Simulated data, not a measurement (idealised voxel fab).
Process module, titled voxel wiring stack
The cross-section shown here is cut; it is 245 nm wide and divided into square cells measuring 5 nm on a side.
Just so we're on the same page, the cross-sections are grids of square cells, and they're listed out in bands top to bottom, each band one or more rows deep.
Top height, bottom height, nm. Materials left to right, width each, nm. Single material + "throughout" = fills band edge to edge. "air" = empty.
Heights from 0 (as-received wafer is one material below). Bottom band endless downward, as "0 nm and below".
You'd read "30 to 40" like this: the band's top row of cells is as wide as the first number, its bottom row is as wide as the second, and going down, every row changes width by the same amount as the row before did.
"identical to before" -> step changed no cross-section cell.
"Listed closed voids" lists enclosed empty spaces (at least 8 cells, no open path upward to the top), each as width x height at distance from the left edge, in nm.
Read whatever lies past the settings on a step's line as the simulator's own remark about the step.
"overlay nm" on a masked step: distance the mask lay right of its planned place, negative for left.

### Process steps (planned)
1. RECEIVE: material Si
2. CONFORMAL_DEP: material SiO2, thk nm 10
3. CONFORMAL_DEP: material SiN, thk nm 5
4. DIRECTIONAL_DEP: material lowk, thk nm 20
5. PATTERN: tone open, mask id METAL_1, material resist, width nm 30, pitch nm 45, thk nm 15, overlay nm 0
6. DIRECTIONAL_ETCH: etch materials lowk, depth nm 20
7. DIRECTIONAL_ETCH: etch materials SiN, depth nm 5
8. STRIP: etch materials resist
9. CONFORMAL_DEP: material TiN, thk nm 5
10. FILL_DEP: material Ru, thk nm 5
11. CMP: height nm 35
12. EPI: material Ru, thk nm 5
13. FILL_DEP: material SiCN, thk nm 5
14. DIRECTIONAL_DEP: material lowk, thk nm 35
15. DIRECTIONAL_DEP: material aC, thk nm 10
16. PATTERN: tone open, mask id METAL_2, material resist, width nm 30, pitch nm 45, thk nm 25, overlay nm 0
17. DIRECTIONAL_ETCH: etch materials aC, depth nm 10
18. STRIP: etch materials resist
19. DIRECTIONAL_ETCH: etch materials lowk, depth nm 20
20. STRIP: etch materials aC
21. DIRECTIONAL_DEP: material aC, thk nm 10
22. PATTERN: tone open, mask id METAL_2_HOLES, material resist, width nm 15, thk nm 30, overlay nm 0
23. DIRECTIONAL_ETCH: etch materials aC, depth nm 10
24. STRIP: etch materials resist
25. DIRECTIONAL_ETCH: etch materials lowk, depth nm 15
26. DIRECTIONAL_ETCH: etch materials SiCN, depth nm 5
27. STRIP: etch materials aC
28. CONFORMAL_DEP: material TiN, thk nm 5
29. FILL_DEP: material Cu, thk nm 5
30. CMP: height nm 80
31. CONFORMAL_DEP: material SiCN, thk nm 5

### The cross-section here shows the wafer as received, i.e. in its state after step 1
	0 nm and below | Si throughout
	Listed closed voids: none

### What the wafer looks like in cross-section after this module, when it starts as shown above and follows the plan above but one mistake is made in running it
	85 nm to 80 nm | SiCN throughout
	80 nm to 65 nm | lowk: 85  TiN: 5  Cu: 20  TiN: 5  lowk: 15  TiN: 5  Cu: 20  TiN: 5  lowk: 85
	65 nm to 60 nm | lowk: 85  TiN: 5  Cu: 5  TiN: 20  lowk: 15  TiN: 30  lowk: 85
	60 nm to 45 nm | lowk: 85  TiN: 5  Cu: 5  TiN: 5  lowk: 145
	45 nm to 40 nm | SiCN: 85  TiN: 15  SiCN: 145
	40 nm to 35 nm | SiCN: 80  Ru: 40  SiCN: 5  Ru: 40  SiCN: 80
	35 nm to 20 nm | lowk: 85  TiN: 5  Ru: 20  TiN: 5  lowk: 15  TiN: 5  Ru: 20  TiN: 5  lowk: 85
	20 nm to 15 nm | lowk: 85  TiN: 30  lowk: 15  TiN: 30  lowk: 85
	15 nm to 10 nm | SiCN throughout
	10 nm to 0 nm | SiO2 throughout
	0 nm and below | Si throughout
	Listed closed voids: none
Against the plan, the run slipped here: step 3 did not happen as planned, as run it was CONFORMAL_DEP: material SiCN, thk nm 5
